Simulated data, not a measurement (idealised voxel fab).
The process module presented herein is designated voxel local oxidation.
Section shown: cut. Width: 210 nm. Cell size: 5 nm, square.
In what follows, cross-sections appear as grids of square cells, described through bands that run from the top down, where every band is one or more rows of cells.
A band entry consists of two parts. The first gives the height of the band's top and the height of its bottom, in nm. The rest lists the band's materials from left to right, each with its width in nm. A single material labelled with the word "throughout" fills the band from edge to edge, and the word "empty" marks empty space.
Convention: height 0 is the level below which the wafer, as received, is all one material. The lowest band does not terminate at the bottom but continues downward, represented as "top 0, no bottom".
A width such as "30..40" changes by the same amount from each row of cells to the next, from the band's top row to its bottom row.
Where a step carries "no change", the cross-section came out of it unchanged, cell for cell.
In the "Fully closed voids" entry, you get each enclosed empty space of 8 cells or more, one with no open way to the top, written width x height at distance, distance from the left edge, in nm.
The remark found on a step's line after its settings is issued by the simulator itself and pertains to that step.
You can add "overlay nm" to a step's line. For a step with a mask, it describes how far the mask lay to the right of its planned position, and a negative number describes a lay to the left.

These are the steps we planned for the process:
1,RECEIVE with material Si
2,OXIDIZE with depth nm 5
3,CONFORMAL_DEP with material SiN, thk nm 10
4,MASKED_ETCH with tone cover, mask id ACTIVE, width nm 130, etch materials SiN, depth nm 5, overlay nm 0
5,SELECTIVE_ETCH with etch materials SiO2, depth nm 5
6,OXIDIZE with depth nm 10
7,STRIP with etch materials SiN
Be aware that, although all wafers share a common starting state, the depth nm at step 4 differs among them, and the plan displays the first wafer's value.

As-received cross-section, first of several wafers, post step 1:
* top 0, no bottom | Si throughout
* Fully closed voids: none

First of several wafers, sectioned at end of module (last step: step 7):
* top 0, bottom -5 | SiO2 throughout
* top -5, no bottom | Si throughout
* Fully closed voids: none

End of module: cross-section, last of several wafers:
* top 0, bottom -5 | empty (45), SiO2 (120), empty (45)
* top -5, bottom -15 | SiO2 (55), Si (100), SiO2 (55)
* top -15, no bottom | Si throughout
* Fully closed voids: none

Per-wafer rows below. For each material: cells gained (+) or lost (-) since the wafer was received, as of end of module. Then: closed voids:
depth nm 5, -42 Si, +42 SiO2, Fully closed voids: none
depth nm 10, -86 Si, +68 SiO2, Fully closed voids: none
depth nm 15, -86 Si, +68 SiO2, Fully closed voids: none
depth nm 20, -86 Si, +68 SiO2, Fully closed voids: none
depth nm 25, -86 Si, +68 SiO2, Fully closed voids: none
